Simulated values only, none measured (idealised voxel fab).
process module | voxel wiring stack
cross-section cut | 265 nm wide | cells 5 nm
A cross-section is a grid of square cells, given in bands from the top down. A band is one or more rows of cells.
Each band's line starts with the height of the band's top and of its bottom, in nm. Then come its materials from left to right, each with its width in nm. One material with "throughout" fills the band from edge to edge. "air" is empty space.
Height 0 is the level under which the wafer as received is all one material. The lowest band goes on downwards, as in "0 down".
A width such as "30 to 40" changes by the same amount from each row of cells to the next, from the band's top row to its bottom row.
"no change" after a step means that no cell of the cross-section changed.
closed voids: empty space of 8 cells or more with no open way to the top, each as width x height at its distance from the left edge, in nm
after a step's settings: what the simulator itself notes on the step
overlay nm, on a step with a mask: how far to the right of its planned place the mask lay; to the left if negative
plan
1 op RECEIVE | material Si
2 op CONFORMAL_DEP | material SiO2 | thk nm 10
3 op CONFORMAL_DEP | material SiCN | thk nm 5
4 op DIRECTIONAL_DEP | material lowk | thk nm 20
5 op DIRECTIONAL_DEP | material aC | thk nm 15
6 op PATTERN | tone open | mask id METAL_1 | material resist | width nm 20 | pitch nm 45 | thk nm 35 | overlay nm 0
7 op DIRECTIONAL_ETCH | etch materials aC | depth nm 15
8 op STRIP | etch materials resist
9 op DIRECTIONAL_ETCH | etch materials lowk | depth nm 20
10 op DIRECTIONAL_ETCH | etch materials SiCN | depth nm 5
11 op STRIP | etch materials aC
12 op CONFORMAL_DEP | material TiN | thk nm 5
13 op FILL_DEP | material Cu | thk nm 10
14 op CMP | height nm 35
15 op EPI | material Ru | thk nm 5
16 op FILL_DEP | material SiCN | thk nm 5
17 op DIRECTIONAL_DEP | material lowk | thk nm 10
18 op MASKED_ETCH | tone open | mask id PLUG_1 | width nm 15 | pitch nm 45 | etch materials lowk | depth nm 10 | overlay nm 0
19 op MASKED_ETCH | tone open | mask id PLUG_1 | width nm 15 | pitch nm 45 | etch materials SiCN | depth nm 5 | overlay nm 0
20 op CONFORMAL_DEP | material TiN | thk nm 5
21 op FILL_DEP | material Cu | thk nm 5
22 op CMP | height nm 55
23 op CONFORMAL_DEP | material SiCN | thk nm 5
24 op DIRECTIONAL_DEP | material lowk | thk nm 25
25 op MASKED_ETCH | tone open | mask id METAL_2 | width nm 20 | pitch nm 45 | etch materials lowk | depth nm 25 | overlay nm 0
26 op MASKED_ETCH | tone open | mask id METAL_2 | width nm 20 | pitch nm 45 | etch materials SiCN | depth nm 5 | overlay nm 0
27 op CONFORMAL_DEP | material TiN | thk nm 5
28 op FILL_DEP | material Cu | thk nm 10
29 op CMP | height nm 85
30 op CONFORMAL_DEP | material SiCN | thk nm 5
31 op DIRECTIONAL_DEP | material lowk | thk nm 10
32 op PATTERN | tone open | mask id PLUG_2 | material resist | width nm 15 | pitch nm 45 | thk nm 20 | overlay nm 0
33 op DIRECTIONAL_ETCH | etch materials lowk | depth nm 10
34 op DIRECTIONAL_ETCH | etch materials SiCN | depth nm 5
35 op STRIP | etch materials resist
36 op CONFORMAL_DEP | material TiN | thk nm 5
37 op FILL_DEP | material W | thk nm 10
38 op CMP | height nm 100
39 op DIRECTIONAL_DEP | material TiN | thk nm 5
40 op DIRECTIONAL_DEP | material Ru | thk nm 20
41 op MASKED_ETCH | tone cover | mask id METAL_3 | width nm 20 | pitch nm 45 | etch materials Ru | depth nm 20 | overlay nm 0
42 op MASKED_ETCH | tone cover | mask id METAL_3 | width nm 20 | pitch nm 45 | etch materials TiN | depth nm 5 | overlay nm 0
43 op CONFORMAL_DEP | material SiN | thk nm 5
44 op FILL_DEP | material lowk | thk nm 5
45 op CMP | height nm 125
46 op CONFORMAL_DEP | material SiCN | thk nm 5
47 op DIRECTIONAL_DEP | material lowk | thk nm 20
48 op DIRECTIONAL_DEP | material aC | thk nm 15
49 op PATTERN | tone open | mask id PLUG_3 | material resist | width nm 15 | thk nm 30 | overlay nm 0
50 op DIRECTIONAL_ETCH | etch materials aC | depth nm 15
51 op STRIP | etch materials resist
52 op DIRECTIONAL_ETCH | etch materials lowk | depth nm 20
53 op DIRECTIONAL_ETCH | etch materials SiCN | depth nm 5
54 op STRIP | etch materials aC
55 op CONFORMAL_DEP | material TiN | thk nm 5
56 op FILL_DEP | material W | thk nm 10
57 op CMP | height nm 150
58 op CONFORMAL_DEP | material SiN | thk nm 5
59 op DIRECTIONAL_DEP | material lowk | thk nm 15
60 op PATTERN | tone open | mask id METAL_4 | material resist | width nm 20 | pitch nm 45 | thk nm 15 | overlay nm 0
61 op DIRECTIONAL_ETCH | etch materials lowk | depth nm 15
62 op DIRECTIONAL_ETCH | etch materials SiN | depth nm 5
63 op STRIP | etch materials resist
64 op CONFORMAL_DEP | material TiN | thk nm 5
65 op FILL_DEP | material Cu | thk nm 10
66 op CMP | height nm 170
67 op CONFORMAL_DEP | material SiCN | thk nm 5
first wafer, as planned
as received, after step 1
  0 down: Si throughout
  closed voids: none
after step 2
  10 to 0: SiO2 throughout
  below 0: unchanged
after step 3
  15 to 10: SiCN throughout
  below 10: unchanged
after step 4
  35 to 15: lowk throughout
  below 15: unchanged
after step 5
  50 to 35: aC throughout
  below 35: unchanged
after step 6
  85 to 50: resist 100 | air 20 | resist 25 | air 20 | resist 100
  below 50: unchanged
after step 7
  70 to 50: resist 100 | air 20 | resist 25 | air 20 | resist 100
  50 to 35: aC 100 | air 20 | aC 25 | air 20 | aC 100
  below 35: unchanged
after step 8
  50 to 35: aC 100 | air 20 | aC 25 | air 20 | aC 100
  below 35: unchanged
after step 9
  50 to 35: aC 100 | air 20 | aC 25 | air 20 | aC 100
  35 to 15: lowk 100 | air 20 | lowk 25 | air 20 | lowk 100
  below 15: unchanged
after step 10
  50 to 35: aC 100 | air 20 | aC 25 | air 20 | aC 100
  35 to 15: lowk 100 | air 20 | lowk 25 | air 20 | lowk 100
  15 to 10: SiCN 100 | air 20 | SiCN 25 | air 20 | SiCN 100
  below 10: unchanged
after step 11
  35 to 15: lowk 100 | air 20 | lowk 25 | air 20 | lowk 100
  below 15: unchanged
after step 12
  40 to 35: TiN 105 | air 10 | TiN 35 | air 10 | TiN 105
  35 to 15: lowk 100 | TiN 5 | air 10 | TiN 5 | lowk 25 | TiN 5 | air 10 | TiN 5 | lowk 100
  15 to 10: SiCN 100 | TiN 20 | SiCN 25 | TiN 20 | SiCN 100
  below 10: unchanged
after step 13
  50 to 40: Cu throughout
  40 to 35: TiN 105 | Cu 10 | TiN 35 | Cu 10 | TiN 105
  35 to 15: lowk 100 | TiN 5 | Cu 10 | TiN 5 | lowk 25 | TiN 5 | Cu 10 | TiN 5 | lowk 100
  below 15: unchanged
after step 14
  35 to 15: lowk 100 | TiN 5 | Cu 10 | TiN 5 | lowk 25 | TiN 5 | Cu 10 | TiN 5 | lowk 100
  below 15: unchanged
after step 15
  40 to 35: air 95 | Ru 30 | air 15 | Ru 30 | air 95
  below 35: unchanged
after step 16
  45 to 40: SiCN throughout
  40 to 35: SiCN 95 | Ru 30 | SiCN 15 | Ru 30 | SiCN 95
  below 35: unchanged
after step 17
  55 to 45: lowk throughout
  below 45: unchanged
after step 18
  55 to 45: lowk 100 | air 15 | lowk 30 | air 15 | lowk 105
  below 45: unchanged
after step 19
  55 to 45: lowk 100 | air 15 | lowk 30 | air 15 | lowk 105
  45 to 40: SiCN 100 | air 15 | SiCN 30 | air 15 | SiCN 105
  below 40: unchanged
after step 20
  60 to 55: TiN 105 | air 5 | TiN 40 | air 5 | TiN 110
  55 to 45: lowk 100 | TiN 5 | air 5 | TiN 5 | lowk 30 | TiN 5 | air 5 | TiN 5 | lowk 105
  45 to 40: SiCN 100 | TiN 15 | SiCN 30 | TiN 15 | SiCN 105
  below 40: unchanged
after step 21
  65 to 60: Cu throughout
  60 to 55: TiN 105 | Cu 5 | TiN 40 | Cu 5 | TiN 110
  55 to 45: lowk 100 | TiN 5 | Cu 5 | TiN 5 | lowk 30 | TiN 5 | Cu 5 | TiN 5 | lowk 105
  below 45: unchanged
after step 22
  55 to 45: lowk 100 | TiN 5 | Cu 5 | TiN 5 | lowk 30 | TiN 5 | Cu 5 | TiN 5 | lowk 105
  below 45: unchanged
after step 23
  60 to 55: SiCN throughout
  below 55: unchanged
after step 24
  85 to 60: lowk throughout
  below 60: unchanged
after step 25
  85 to 60: lowk 100 | air 20 | lowk 25 | air 20 | lowk 100
  below 60: unchanged
after step 26
  85 to 60: lowk 100 | air 20 | lowk 25 | air 20 | lowk 100
  60 to 55: SiCN 100 | air 20 | SiCN 25 | air 20 | SiCN 100
  below 55: unchanged
after step 27
  90 to 85: TiN 105 | air 10 | TiN 35 | air 10 | TiN 105
  85 to 60: lowk 100 | TiN 5 | air 10 | TiN 5 | lowk 25 | TiN 5 | air 10 | TiN 5 | lowk 100
  60 to 55: SiCN 100 | TiN 20 | SiCN 25 | TiN 20 | SiCN 100
  below 55: unchanged
after step 28
  100 to 90: Cu throughout
  90 to 85: TiN 105 | Cu 10 | TiN 35 | Cu 10 | TiN 105
  85 to 60: lowk 100 | TiN 5 | Cu 10 | TiN 5 | lowk 25 | TiN 5 | Cu 10 | TiN 5 | lowk 100
  below 60: unchanged
after step 29
  85 to 60: lowk 100 | TiN 5 | Cu 10 | TiN 5 | lowk 25 | TiN 5 | Cu 10 | TiN 5 | lowk 100
  below 60: unchanged
after step 30
  90 to 85: SiCN throughout
  below 85: unchanged
after step 31
  100 to 90: lowk throughout
  below 90: unchanged
after step 32
  120 to 100: resist 100 | air 15 | resist 30 | air 15 | resist 105
  below 100: unchanged
after step 33
  120 to 100: resist 100 | air 15 | resist 30 | air 15 | resist 105
  100 to 90: lowk 100 | air 15 | lowk 30 | air 15 | lowk 105
  below 90: unchanged
after step 34
  120 to 100: resist 100 | air 15 | resist 30 | air 15 | resist 105
  100 to 90: lowk 100 | air 15 | lowk 30 | air 15 | lowk 105
  90 to 85: SiCN 100 | air 15 | SiCN 30 | air 15 | SiCN 105
  below 85: unchanged
after step 35
  100 to 90: lowk 100 | air 15 | lowk 30 | air 15 | lowk 105
  below 90: unchanged
after step 36
  105 to 100: TiN 105 | air 5 | TiN 40 | air 5 | TiN 110
  100 to 90: lowk 100 | TiN 5 | air 5 | TiN 5 | lowk 30 | TiN 5 | air 5 | TiN 5 | lowk 105
  90 to 85: SiCN 100 | TiN 15 | SiCN 30 | TiN 15 | SiCN 105
  below 85: unchanged
after step 37
  115 to 105: W throughout
  105 to 100: TiN 105 | W 5 | TiN 40 | W 5 | TiN 110
  100 to 90: lowk 100 | TiN 5 | W 5 | TiN 5 | lowk 30 | TiN 5 | W 5 | TiN 5 | lowk 105
  below 90: unchanged
after step 38
  100 to 90: lowk 100 | TiN 5 | W 5 | TiN 5 | lowk 30 | TiN 5 | W 5 | TiN 5 | lowk 105
  below 90: unchanged
after step 39
  105 to 100: TiN throughout
  below 100: unchanged
after step 40
  125 to 105: Ru throughout
  below 105: unchanged
after step 41
  125 to 105: air 100 | Ru 20 | air 25 | Ru 20 | air 100
  below 105: unchanged
after step 42
  125 to 105: air 100 | Ru 20 | air 25 | Ru 20 | air 100
  105 to 100: air 100 | TiN 20 | air 25 | TiN 20 | air 100
  below 100: unchanged
after step 43
  130 to 125: air 95 | SiN 30 | air 15 | SiN 30 | air 95
  125 to 105: air 95 | SiN 5 | Ru 20 | SiN 5 | air 15 | SiN 5 | Ru 20 | SiN 5 | air 95
  105 to 100: SiN 100 | TiN 20 | SiN 25 | TiN 20 | SiN 100
  below 100: unchanged
after step 44
  135 to 130: lowk throughout
  130 to 125: lowk 95 | SiN 30 | lowk 15 | SiN 30 | lowk 95
  125 to 105: lowk 95 | SiN 5 | Ru 20 | SiN 5 | lowk 15 | SiN 5 | Ru 20 | SiN 5 | lowk 95
  below 105: unchanged
after step 45
  125 to 105: lowk 95 | SiN 5 | Ru 20 | SiN 5 | lowk 15 | SiN 5 | Ru 20 | SiN 5 | lowk 95
  below 105: unchanged
after step 46
  130 to 125: SiCN throughout
  below 125: unchanged
after step 47
  150 to 130: lowk throughout
  below 130: unchanged
after step 48
  165 to 150: aC throughout
  below 150: unchanged
after step 49
  195 to 165: resist 100 | air 15 | resist 150
  below 165: unchanged
after step 50
  180 to 165: resist 100 | air 15 | resist 150
  165 to 150: aC 100 | air 15 | aC 150
  below 150: unchanged
after step 51
  165 to 150: aC 100 | air 15 | aC 150
  below 150: unchanged
after step 52
  165 to 150: aC 100 | air 15 | aC 150
  150 to 130: lowk 100 | air 15 | lowk 150
  below 130: unchanged
after step 53
  165 to 150: aC 100 | air 15 | aC 150
  150 to 130: lowk 100 | air 15 | lowk 150
  130 to 125: SiCN 100 | air 15 | SiCN 150
  below 125: unchanged
after step 54
  150 to 130: lowk 100 | air 15 | lowk 150
  below 130: unchanged
after step 55
  155 to 150: TiN 105 | air 5 | TiN 155
  150 to 130: lowk 100 | TiN 5 | air 5 | TiN 5 | lowk 150
  130 to 125: SiCN 100 | TiN 15 | SiCN 150
  below 125: unchanged
after step 56
  165 to 155: W throughout
  155 to 150: TiN 105 | W 5 | TiN 155
  150 to 130: lowk 100 | TiN 5 | W 5 | TiN 5 | lowk 150
  below 130: unchanged
after step 57
  150 to 130: lowk 100 | TiN 5 | W 5 | TiN 5 | lowk 150
  below 130: unchanged
after step 58
  155 to 150: SiN throughout
  below 150: unchanged
after step 59
  170 to 155: lowk throughout
  below 155: unchanged
after step 60
  185 to 170: resist 100 | air 20 | resist 25 | air 20 | resist 100
  below 170: unchanged
after step 61
  185 to 170: resist 100 | air 20 | resist 25 | air 20 | resist 100
  170 to 155: lowk 100 | air 20 | lowk 25 | air 20 | lowk 100
  below 155: unchanged
after step 62
  185 to 170: resist 100 | air 20 | resist 25 | air 20 | resist 100
  170 to 155: lowk 100 | air 20 | lowk 25 | air 20 | lowk 100
  155 to 150: SiN 100 | air 20 | SiN 25 | air 20 | SiN 100
  below 150: unchanged
after step 63
  170 to 155: lowk 100 | air 20 | lowk 25 | air 20 | lowk 100
  below 155: unchanged
after step 64
  175 to 170: TiN 105 | air 10 | TiN 35 | air 10 | TiN 105
  170 to 155: lowk 100 | TiN 5 | air 10 | TiN 5 | lowk 25 | TiN 5 | air 10 | TiN 5 | lowk 100
  155 to 150: SiN 100 | TiN 20 | SiN 25 | TiN 20 | SiN 100
  below 150: unchanged
after step 65
  185 to 175: Cu throughout
  175 to 170: TiN 105 | Cu 10 | TiN 35 | Cu 10 | TiN 105
  170 to 155: lowk 100 | TiN 5 | Cu 10 | TiN 5 | lowk 25 | TiN 5 | Cu 10 | TiN 5 | lowk 100
  below 155: unchanged
after step 66
  170 to 155: lowk 100 | TiN 5 | Cu 10 | TiN 5 | lowk 25 | TiN 5 | Cu 10 | TiN 5 | lowk 100
  below 155: unchanged
after step 67
  175 to 170: SiCN throughout
  below 170: unchanged
second wafer: like start, like plan, one mistake. Through step 48 it matches the first wafer
when step 49 should have ended
  195 to 165: air 100 | resist 15 | air 150
  below 165: unchanged
when step 50 should have ended
  180 to 165: air 100 | resist 15 | air 150
  165 to 150: air 100 | aC 15 | air 150
  below 150: unchanged
when step 51 should have ended
  165 to 150: air 100 | aC 15 | air 150
  below 150: unchanged
when step 52 should have ended
  165 to 150: air 100 | aC 15 | air 150
  150 to 130: air 100 | lowk 15 | air 150
  below 130: unchanged
when step 53 should have ended
  165 to 150: air 100 | aC 15 | air 150
  150 to 130: air 100 | lowk 15 | air 150
  130 to 125: air 100 | SiCN 15 | air 150
  below 125: unchanged
when step 54 should have ended
  150 to 130: air 100 | lowk 15 | air 150
  below 130: unchanged
when step 55 should have ended
  155 to 150: air 95 | TiN 25 | air 145
  150 to 130: air 95 | TiN 5 | lowk 15 | TiN 5 | air 145
  130 to 125: TiN 100 | SiCN 15 | TiN 150
  below 125: unchanged
when step 56 should have ended
  165 to 155: W throughout
  155 to 150: W 95 | TiN 25 | W 145
  150 to 130: W 95 | TiN 5 | lowk 15 | TiN 5 | W 145
  below 130: unchanged
when step 57 should have ended
  150 to 130: W 95 | TiN 5 | lowk 15 | TiN 5 | W 145
  below 130: unchanged
when step 58 should have ended
  155 to 150: SiN throughout
  below 150: unchanged
when step 59 should have ended
  170 to 155: lowk throughout
  below 155: unchanged
when step 60 should have ended
  185 to 170: resist 100 | air 20 | resist 25 | air 20 | resist 100
  below 170: unchanged
when step 61 should have ended
  185 to 170: resist 100 | air 20 | resist 25 | air 20 | resist 100
  170 to 155: lowk 100 | air 20 | lowk 25 | air 20 | lowk 100
  below 155: unchanged
when step 62 should have ended
  185 to 170: resist 100 | air 20 | resist 25 | air 20 | resist 100
  170 to 155: lowk 100 | air 20 | lowk 25 | air 20 | lowk 100
  155 to 150: SiN 100 | air 20 | SiN 25 | air 20 | SiN 100
  below 150: unchanged
when step 63 should have ended
  170 to 155: lowk 100 | air 20 | lowk 25 | air 20 | lowk 100
  below 155: unchanged
when step 64 should have ended
  175 to 170: TiN 105 | air 10 | TiN 35 | air 10 | TiN 105
  170 to 155: lowk 100 | TiN 5 | air 10 | TiN 5 | lowk 25 | TiN 5 | air 10 | TiN 5 | lowk 100
  155 to 150: SiN 100 | TiN 20 | SiN 25 | TiN 20 | SiN 100
  below 150: unchanged
when step 65 should have ended
  185 to 175: Cu throughout
  175 to 170: TiN 105 | Cu 10 | TiN 35 | Cu 10 | TiN 105
  170 to 155: lowk 100 | TiN 5 | Cu 10 | TiN 5 | lowk 25 | TiN 5 | Cu 10 | TiN 5 | lowk 100
  below 155: unchanged
when step 66 should have ended
  170 to 155: lowk 100 | TiN 5 | Cu 10 | TiN 5 | lowk 25 | TiN 5 | Cu 10 | TiN 5 | lowk 100
  below 155: unchanged
when step 67 should have ended
  175 to 170: SiCN throughout
  below 170: unchanged
what went wrong: step 49 ran as: op PATTERN | tone cover | mask id PLUG_3 | material resist | width nm 15 | thk nm 30 | overlay nm 0
at the end the second wafer has, in cells: 47 fewer of SiCN | 47 more of TiN | 188 more of W | 188 fewer of lowk
